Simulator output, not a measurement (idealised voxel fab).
The following is a process module called voxel double patterning.
240 nm wide, 5 nm square cells: that's cross-section cut.
Bands, listed from the top down, are how a cross-section gets written in this document; the cross-section itself is a grid of square cells, and a band is one or more rows of them. It is stipulated that each band's entry specify, in nanometres, the height of the top of the band and then that of its bottom, followed by the materials of the band in left-to-right sequence, each together with its width in nanometres. A single material marked by the word "edge to edge" is understood to fill the band from edge to edge; the word "empty" is understood to denote empty space. Convention: height 0 is the level below which the wafer, as received, is all one material. The lowest band does not terminate at the bottom but continues downward, represented as "0 nm and below". A width given as "30..40" starts at the first number in the band's top row and ends at the second number in its bottom row, shifting by an equal amount at every step from row to row. Take "nothing was modified" at face value: in the step it is given for, the cross-section changed in none of its cells. Empty spaces counting at least 8 cells and having no open way to the top are listed in "Enclosed void listing". The notation width x height at distance is used for each, the distance being from the left edge and all three values in nm. Past the settings on a step's line: simulator remark, on that step. Steps that use a mask can have "overlay nm" on their line. It says how far the mask sat to the right of where it was meant to be. Negative means to the left.
-- These are the steps we planned for the process
| 1 | RECEIVE (material Si) |
| 2 | CONFORMAL_DEP (material SiO2; thk nm 10) |
| 3 | DIRECTIONAL_DEP (material W; thk nm 15) |
| 4 | DIRECTIONAL_DEP (material SiCN; thk nm 5) |
| 5 | PATTERN (tone open; mask id FIRST; material resist; width nm 15; pitch nm 50; thk nm 15; overlay nm 0) |
| 6 | DIRECTIONAL_ETCH (etch materials SiCN; depth nm 5) |
| 7 | STRIP (etch materials resist) |
| 8 | DIRECTIONAL_DEP (material aC; thk nm 10) |
| 9 | PATTERN (tone open; mask id SECOND; material resist; width nm 15; thk nm 30; overlay nm 0) |
| 10 | DIRECTIONAL_ETCH (etch materials aC; depth nm 10) |
| 11 | STRIP (etch materials resist) |
| 12 | DIRECTIONAL_ETCH (etch materials SiCN; depth nm 5) |
| 13 | STRIP (etch materials aC) |
| 14 | DIRECTIONAL_ETCH (etch materials W; depth nm 15) |
| 15 | STRIP (etch materials SiCN) |
-- So this is the incoming wafer in cross-section - it's already been through step 1
- 0 nm and below: Si edge to edge
- Enclosed void listing: none
-- End-of-module cross-section of the first of two wafers, processed as planned
- 25 nm to 10 nm: W 85 nm  empty 15 nm  W 10 nm  empty 15 nm  W 10 nm  empty 15 nm  W 90 nm
- 10 nm to 0 nm: SiO2 edge to edge
- 0 nm and below: Si edge to edge
- Enclosed void listing: none
-- This cross-section belongs to the second wafer of two at the end of the module; the start and the plan were shared with the first, and the run included one mistake
- 25 nm to 10 nm: empty 110 nm  W 15 nm  empty 115 nm
- 10 nm to 0 nm: SiO2 edge to edge
- 0 nm and below: Si edge to edge
- Enclosed void listing: none
Deviation noted in wafer processing: step 9 off recipe, ran as PATTERN (tone cover; mask id SECOND; material resist; width nm 15; thk nm 30; overlay nm 0)
Final difference in cells, second wafer against first, listed per material as more or fewer: 108 fewer of W
